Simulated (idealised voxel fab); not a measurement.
Process module under the name voxel gate over fins
cross-section cut | 225 nm wide | cells 5 nm
Cross-section, as written here: a square-cell grid given band by band from the top down, where a band holds one or more rows of cells. This entry defines a band. It first specifies the height of the band's top and the height of its bottom in nm, and then specifies the band's materials from left to right, stating each material with its width in nm. The word "all across" identifies a single material that fills the band from edge to edge, while the word "blank" identifies empty space. Height 0 is the level under which the wafer as received is all one material. The lowest band goes on downwards, as in "from 0 down". Width "30->40": first value at the band's top row of cells, second value at its bottom row, equal change from row to row. You'll sometimes find "same as before" written for a step, and that's the way of saying that nowhere in the cross-section did a cell change during that step. Look at "Entrapped void list" for the closed voids: empty spaces with no open path to the top, sized 8 cells or up. Each is width x height at distance, distance from the left edge, all nm. What comes after the settings on a step's line is commentary from the simulator itself on that step. "overlay nm" on a masked step: distance the mask lay right of its planned place, negative for left.

-- The following list gives the planned process steps
1. RECEIVE: material Si
2. CONFORMAL_DEP: material SiN, thk nm 10
3. MASKED_ETCH: tone cover, mask id FINS, width nm 15, pitch nm 60, etch materials SiN, depth nm 10, overlay nm 0
4. MASKED_ETCH: tone cover, mask id FINS, width nm 15, pitch nm 60, etch materials Si, depth nm 40, overlay nm 0
5. OXIDIZE: depth nm 5
6. FILL_DEP: material SiO2, thk nm 10
7. CMP: height nm 10
8. MASKED_ETCH: tone open, mask id RAIL, width nm 15, etch materials SiO2, depth nm 45, overlay nm 0
9. CONFORMAL_DEP: material TiN, thk nm 5
10. FILL_DEP: material W, thk nm 10
11. CMP: height nm 10
12. SELECTIVE_ETCH: etch materials W Ru TiN, depth nm 30
13. FILL_DEP: material SiO2, thk nm 5
14. CMP: height nm 10
15. SELECTIVE_ETCH: etch materials SiO2, depth nm 20
16. STRIP: etch materials SiN
17. CONFORMAL_DEP: material HfO2, thk nm 5
18. CONFORMAL_DEP: material TiN, thk nm 5
19. FILL_DEP: material W, thk nm 15
20. CMP: height nm 20
21. CONFORMAL_DEP: material SiCN, thk nm 5
The width nm used in step 4 is not the same on every wafer, whereas the starting condition is; the value printed in the plan is the first wafer's.

-- Cross-section, first of several wafers, as delivered after step 1
> from 0 down = Si all across
> Entrapped void list: none

-- Below, a row for every wafer. Read it as the end-of-module picture: for each material the wafer shows its cells gained (+) or lost (-) since it was received, and then its closed voids
width nm 15 | +57 HfO2 | -378 Si | +45 SiCN | +285 SiO2 | +64 TiN | +152 W | Entrapped void list: none
width nm 20 | +57 HfO2 | -354 Si | +45 SiCN | +264 SiO2 | +64 TiN | +149 W | Entrapped void list: none
width nm 25 | +57 HfO2 | -330 Si | +45 SiCN | +243 SiO2 | +64 TiN | +146 W | Entrapped void list: none
width nm 30 | +57 HfO2 | -306 Si | +45 SiCN | +222 SiO2 | +64 TiN | +143 W | Entrapped void list: none
